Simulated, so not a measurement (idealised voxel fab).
Process module under the name voxel ribs on slabs
cross-section cut | 145 nm wide | cells 5 nm
How to read a cross-section here: the picture is a grid of square cells, written as bands going from the top down, and any band can span one or more rows of cells. Top height, bottom height, nm. Materials left to right, width each, nm. Single material + "everywhere" = fills band edge to edge. "air" = empty. Convention: height 0 is the level below which the wafer, as received, is all one material. The lowest band does not terminate at the bottom but continues downward, represented as "0 -> down". Width "30->40": first value at the band's top row of cells, second value at its bottom row, equal change from row to row. Step marked "no alteration"? Then no cell in the cross-section changed in it. Reported under the label "Unvented cavities" are the empty spaces having no open way to the top and comprising 8 cells or more; the notation for each is width x height at distance, in which the distance is measured from the left edge and all three values are in nm. That trailing text on a step's line, after the settings, is the simulator's own remark on the step. A step's line can hold "overlay nm"; with a mask on that step, the setting says how far right of the planned place the mask lay, while a negative setting says it lay to the left.

-- Planned process steps
1. RECEIVE,material Si
2. DIRECTIONAL_DEP,material SiO2,thk nm 25
3. DIRECTIONAL_DEP,material polySi,thk nm 15
4. DIRECTIONAL_DEP,material aC,thk nm 15
5. PATTERN,tone cover,mask id RIB,material resist,width nm 25,thk nm 35,overlay nm 0
6. DIRECTIONAL_ETCH,etch materials aC,depth nm 15
7. STRIP,etch materials resist
8. DIRECTIONAL_ETCH,etch materials polySi,depth nm 10
9. STRIP,etch materials aC
10. DIRECTIONAL_DEP,material aC,thk nm 10
11. PATTERN,tone cover,mask id SLAB,material resist,width nm 85,thk nm 25,overlay nm 0
12. DIRECTIONAL_ETCH,etch materials aC,depth nm 10
13. STRIP,etch materials resist
14. DIRECTIONAL_ETCH,etch materials polySi,depth nm 5
15. STRIP,etch materials aC
16. FILL_DEP,material SiO2,thk nm 20
17. CMP,height nm 50
18. DIRECTIONAL_DEP,material W,thk nm 10
19. PATTERN,tone cover,mask id HEATER,material resist,width nm 35,thk nm 15,overlay nm 0
20. DIRECTIONAL_ETCH,etch materials W,depth nm 10
21. STRIP,etch materials resist
22. CONFORMAL_DEP,material SiN,thk nm 10

-- Incoming wafer in cross-section (state: after step 1)
> 0 -> down  Si everywhere
> Unvented cavities: none

-- The cross-section shown corresponds to the wafer at the conclusion of the module. The initial structure and the process plan are those presented above; however, one mistake occurred in executing the plan
> 70 -> 60  air (45) / SiN (55) / air (45)
> 60 -> 50  SiN (55) / W (35) / SiN (55)
> 50 -> 15  SiO2 everywhere
> 15 -> 0  polySi everywhere
> 0 -> down  Si everywhere
> Unvented cavities: none
Which mistake was made when the wafer was run? steps 2 and 3 of the plan were each performed in the slot designated for the other
